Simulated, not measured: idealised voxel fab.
process module | voxel air gaps
cross-section cut | 225 nm wide | cells 5 nm
A cross-section is a grid of square cells, given in bands from the top down. A band is one or more rows of cells.
Each band's line starts with the height of the band's top and of its bottom, in nm. Then come its materials from left to right, each with its width in nm. One material with "throughout" fills the band from edge to edge. "air" is empty space.
Height 0 is the level under which the wafer as received is all one material. The lowest band goes on downwards, as in "0 down".
A width such as "30 to 40" changes by the same amount from each row of cells to the next, from the band's top row to its bottom row.
"no change" after a step means that no cell of the cross-section changed.
closed voids: empty space of 8 cells or more with no open way to the top, each as width x height at its distance from the left edge, in nm
after a step's settings: what the simulator itself notes on the step
overlay nm, on a step with a mask: how far to the right of its planned place the mask lay; to the left if negative
plan
1 op RECEIVE | material Si
2 op CONFORMAL_DEP | material SiO2 | thk nm 15
3 op CONFORMAL_DEP | material SiN | thk nm 5
4 op DIRECTIONAL_DEP | material lowk | thk nm 30
5 op DIRECTIONAL_DEP | material aC | thk nm 10
6 op PATTERN | tone open | mask id LINES | material resist | width nm 15 | pitch nm 40 | thk nm 25 | overlay nm -15
7 op DIRECTIONAL_ETCH | etch materials aC | depth nm 10
8 op STRIP | etch materials resist
9 op DIRECTIONAL_ETCH | etch materials lowk | depth nm 30
10 op STRIP | etch materials aC
11 op CONFORMAL_DEP | material TiN | thk nm 5
12 op FILL_DEP | material W | thk nm 10
13 op CMP | height nm 50
14 op EPI | material Ru | thk nm 10
15 op SELECTIVE_ETCH | etch materials lowk | depth nm 40
16 op CONFORMAL_DEP | material SiCN | thk nm 5
varied across the wafers: overlay nm of step 6. The plan shows the first wafer's value. All wafers start alike
first wafer as received, after step 1
  0 down: Si throughout
  closed voids: none
each wafer at the end: cells of each material gained (+) or lost (-) since it was received, then its closed voids
overlay nm -15 | +56 Ru | +129 SiCN | +45 SiN | +135 SiO2 | +52 TiN | +20 W | closed voids: 15 x 20 at 50; 15 x 20 at 90; 15 x 20 at 130
overlay nm -10 | +56 Ru | +129 SiCN | +45 SiN | +135 SiO2 | +52 TiN | +20 W | closed voids: 15 x 20 at 55; 15 x 20 at 95; 15 x 20 at 135
overlay nm -5 | +56 Ru | +129 SiCN | +45 SiN | +135 SiO2 | +52 TiN | +20 W | closed voids: 15 x 20 at 60; 15 x 20 at 100; 15 x 20 at 140
overlay nm 0 | +56 Ru | +129 SiCN | +45 SiN | +135 SiO2 | +52 TiN | +20 W | closed voids: 15 x 20 at 65; 15 x 20 at 105; 15 x 20 at 145
overlay nm 5 | +56 Ru | +129 SiCN | +45 SiN | +135 SiO2 | +52 TiN | +20 W | closed voids: 15 x 20 at 70; 15 x 20 at 110; 15 x 20 at 150
overlay nm 10 | +56 Ru | +129 SiCN | +45 SiN | +135 SiO2 | +52 TiN | +20 W | closed voids: 15 x 20 at 75; 15 x 20 at 115; 15 x 20 at 155
overlay nm 15 | +56 Ru | +129 SiCN | +45 SiN | +135 SiO2 | +52 TiN | +20 W | closed voids: 15 x 20 at 80; 15 x 20 at 120; 15 x 20 at 160
